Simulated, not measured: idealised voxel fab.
You're looking at the process module voxel self aligned vias.
The figure presents cross-section cut, which has a width of 210 nm and is divided into square cells with an edge length of 5 nm.
If you're reading a cross-section in this doc, picture square cells in a grid; it comes to you as bands, top ones listed first down to the bottom, and a band can be one or more rows of cells. This entry defines a band. It first specifies the height of the band's top and the height of its bottom in nm, and then specifies the band's materials from left to right, stating each material with its width in nm. The word "edge to edge" identifies a single material that fills the band from edge to edge, while the word "blank" identifies empty space. Counting heights begins at 0, where everything beneath is, in the wafer as received, one material. The lowest band has no bottom; it goes on downwards, as "0 and below" shows. A width given as "30 to 40" starts at the first number in the band's top row and ends at the second number in its bottom row, shifting by an equal amount at every step from row to row. You'll sometimes find "nothing changed" written for a step, and that's the way of saying that nowhere in the cross-section did a cell change during that step. Each empty space that has no open way to the top and spans at least 8 cells appears under "Closed cavity list" as width x height at distance, the distance counted from the left edge, all in nm. Step line, after settings: the simulator's comment on this step. "overlay nm", when on a step's line for a step with a mask, measures how far to the right of its planned place the mask lay; a negative measure means to the left.

These are the steps we planned for the process:
- 1: RECEIVE,material Si
- 2: CONFORMAL_DEP,material SiO2,thk nm 15
- 3: CONFORMAL_DEP,material SiCN,thk nm 5
- 4: DIRECTIONAL_DEP,material lowk,thk nm 20
- 5: DIRECTIONAL_DEP,material aC,thk nm 10
- 6: PATTERN,tone open,mask id LINES,material resist,width nm 25,pitch nm 65,thk nm 25,overlay nm 0
- 7: DIRECTIONAL_ETCH,etch materials aC,depth nm 10
- 8: STRIP,etch materials resist
- 9: DIRECTIONAL_ETCH,etch materials lowk,depth nm 20
- 10: STRIP,etch materials aC
- 11: CONFORMAL_DEP,material TiN,thk nm 5
- 12: FILL_DEP,material Ru,thk nm 10
- 13: CMP,height nm 40
- 14: SELECTIVE_ETCH,etch materials W Ru TiN,depth nm 10
- 15: FILL_DEP,material SiN,thk nm 10
- 16: CMP,height nm 40
- 17: DIRECTIONAL_DEP,material lowk,thk nm 15
- 18: PATTERN,tone open,mask id VIAS,material resist,width nm 45,pitch nm 65,thk nm 15,overlay nm 0
- 19: DIRECTIONAL_ETCH,etch materials lowk,depth nm 15
- 20: DIRECTIONAL_ETCH,etch materials SiN,depth nm 10
- 21: STRIP,etch materials resist
- 22: CONFORMAL_DEP,material TiN,thk nm 5
- 23: FILL_DEP,material W,thk nm 5
- 24: CMP,height nm 55
- 25: CONFORMAL_DEP,material SiN,thk nm 5

Cross-sectional view of the wafer in its as-received condition, corresponding to the state after step 1:
	0 and below  Si edge to edge
	Closed cavity list: none

What the wafer looks like in cross-section after this module, when it starts as shown above and follows the plan above but one mistake is made in running it:
	60 down to 55  SiN edge to edge
	55 down to 45  10 W; 5 TiN; 45 lowk; 5 TiN; 10 W; 5 TiN; 45 lowk; 5 TiN; 10 W; 5 TiN; 45 lowk; 5 TiN; 15 W
	45 down to 40  15 TiN; 45 lowk; 20 TiN; 45 lowk; 20 TiN; 45 lowk; 20 TiN
	40 down to 30  25 lowk; 25 SiN; 40 lowk; 25 SiN; 40 lowk; 25 SiN; 30 lowk
	30 down to 25  25 lowk; 5 TiN; 15 Ru; 5 TiN; 40 lowk; 5 TiN; 15 Ru; 5 TiN; 40 lowk; 5 TiN; 15 Ru; 5 TiN; 30 lowk
	25 down to 20  25 lowk; 25 TiN; 40 lowk; 25 TiN; 40 lowk; 25 TiN; 30 lowk
	20 down to 15  SiCN edge to edge
	15 down to 0  SiO2 edge to edge
	0 and below  Si edge to edge
	Closed cavity list: none
The plan and the run diverged here: contrary to plan, step 18 was performed as PATTERN,tone cover,mask id VIAS,material resist,width nm 45,pitch nm 65,thk nm 15,overlay nm 0
